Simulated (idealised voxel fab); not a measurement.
process module | voxel capacitor over wiring
The width of the displayed cross-section, cut, is 155 nm; its cells are square, with a size of 5 nm.
When this document writes out a cross-section, it uses a grid of square cells and lists it as bands, beginning at the top and moving down, with a band standing for one or more rows of cells.
It is stipulated that each band's entry specify, in nanometres, the height of the top of the band and then that of its bottom, followed by the materials of the band in left-to-right sequence, each together with its width in nanometres. A single material marked by the word "full width" is understood to fill the band from edge to edge; the word "air" is understood to denote empty space.
Convention: height 0 is the level below which the wafer, as received, is all one material. The lowest band does not terminate at the bottom but continues downward, represented as "0 nm and below".
Read "30 to 40" as a graded width: first number on top, second number at the bottom, same change between each pair of neighbouring rows.
No cell of the cross-section changed in a step that is given as "same as before".
Enclosed voids (no open way to top), threshold 8 cells or more, entry "Entrapped void list", notation width x height at distance, distance from left edge, nm.
Past the settings on a step's line: simulator remark, on that step.
"overlay nm" answers the question of how far to the right of plan the mask lay on a step that has a mask, and when it is negative the answer is to the left.

**Steps in the process plan**
- 1: RECEIVE with material Si
- 2: CONFORMAL_DEP with material SiO2, thk nm 10
- 3: CONFORMAL_DEP with material SiN, thk nm 5
- 4: DIRECTIONAL_DEP with material SiO2, thk nm 25
- 5: DIRECTIONAL_DEP with material aC, thk nm 15
- 6: PATTERN with tone open, mask id METAL_1, material resist, width nm 20, pitch nm 85, thk nm 30, overlay nm 0
- 7: DIRECTIONAL_ETCH with etch materials aC, depth nm 15
- 8: STRIP with etch materials resist
- 9: DIRECTIONAL_ETCH with etch materials SiO2, depth nm 25
- 10: DIRECTIONAL_ETCH with etch materials SiN, depth nm 5
- 11: STRIP with etch materials aC
- 12: CONFORMAL_DEP with material TiN, thk nm 5
- 13: FILL_DEP with material Cu, thk nm 5
- 14: CMP with height nm 40
- 15: CONFORMAL_DEP with material SiCN, thk nm 5
- 16: DIRECTIONAL_DEP with material SiO2, thk nm 15
- 17: DIRECTIONAL_DEP with material aC, thk nm 15
- 18: PATTERN with tone open, mask id PLUG_1, material resist, width nm 15, thk nm 30, overlay nm 0
- 19: DIRECTIONAL_ETCH with etch materials aC, depth nm 15
- 20: STRIP with etch materials resist
- 21: DIRECTIONAL_ETCH with etch materials SiO2, depth nm 15
- 22: DIRECTIONAL_ETCH with etch materials SiCN, depth nm 5
- 23: STRIP with etch materials aC
- 24: EPI with material Ru, thk nm 10
- 25: EPI with material Ru, thk nm 10
- 26: DIRECTIONAL_DEP with material TiN, thk nm 10
- 27: DIRECTIONAL_DEP with material SiN, thk nm 5
- 28: DIRECTIONAL_DEP with material TiN, thk nm 5
- 29: PATTERN with tone cover, mask id UPPER_PLATE, material resist, width nm 70, thk nm 15, overlay nm 0
- 30: DIRECTIONAL_ETCH with etch materials TiN, depth nm 5
- 31: DIRECTIONAL_ETCH with etch materials SiN, depth nm 5
- 32: STRIP with etch materials resist
- 33: MASKED_ETCH with tone cover, mask id LOWER_PLATE, width nm 80, etch materials TiN, depth nm 10, overlay nm 0
- 34: FILL_DEP with material SiO2, thk nm 15
- 35: CMP with height nm 90
- 36: MASKED_ETCH with tone open, mask id PLUG_2, width nm 15, etch materials SiO2, depth nm 10, overlay nm 0
- 37: CONFORMAL_DEP with material TiN, thk nm 5
- 38: FILL_DEP with material Ru, thk nm 10
- 39: CMP with height nm 90
- 40: CONFORMAL_DEP with material SiCN, thk nm 5

**Step 1 complete: cross-section of the wafer as received**
    0 nm and below | Si full width
    Entrapped void list: none

**Module complete - cross-section of the first of two wafers, run according to plan**
    95 nm to 90 nm | SiCN full width
    90 nm to 85 nm | SiO2 (40)  TiN (5)  Ru (5)  TiN (5)  SiO2 (100)
    85 nm to 75 nm | SiO2 (40 to 30)  TiN (15 to 70)  SiO2 (100 to 55)
    75 nm to 70 nm | SiO2 (30)  SiN (70)  SiO2 (55)
    70 nm to 60 nm | SiO2 (25)  TiN (80)  SiO2 (50)
    60 nm to 45 nm | SiO2 (30)  Ru (15)  SiO2 (110)
    45 nm to 40 nm | SiCN (30)  Ru (15)  SiCN (110)
    40 nm to 15 nm | SiO2 (25)  TiN (5)  Cu (10)  TiN (5)  SiO2 (65)  TiN (5)  Cu (10)  TiN (5)  SiO2 (25)
    15 nm to 10 nm | SiN (25)  TiN (20)  SiN (65)  TiN (20)  SiN (25)
    10 nm to 0 nm | SiO2 full width
    0 nm and below | Si full width
    Entrapped void list: none

**Module end: cross-section of wafer two of two. Same start and process plan as the first wafer. One mistake during execution**
    95 nm to 90 nm | SiCN full width
    90 nm to 85 nm | SiO2 (30)  TiN (25)  SiO2 (100)
    85 nm to 80 nm | SiO2 (30)  SiN (25)  SiO2 (100)
    80 nm to 75 nm | SiO2 (25)  TiN (75)  SiO2 (55)
    75 nm to 70 nm | SiO2 (25)  TiN (30)  SiN (45)  SiO2 (55)
    70 nm to 60 nm | SiO2 (20)  Ru (35)  TiN (50)  SiO2 (50)
    60 nm to 45 nm | SiO2 (30)  Ru (15)  SiO2 (110)
    45 nm to 40 nm | SiCN (30)  Ru (15)  SiCN (110)
    40 nm to 15 nm | SiO2 (25)  TiN (5)  Cu (10)  TiN (5)  SiO2 (65)  TiN (5)  Cu (10)  TiN (5)  SiO2 (25)
    15 nm to 10 nm | SiN (25)  TiN (20)  SiN (65)  TiN (20)  SiN (25)
    10 nm to 0 nm | SiO2 full width
    0 nm and below | Si full width
    Entrapped void list: none
Deviation from plan: one of the indistinguishable steps 24 and 25 was run twice, its identity unknown
Wafer comparison, final, in cells, second relative to first, materials more or fewer: Ru +13, SiO2 -8, TiN -5
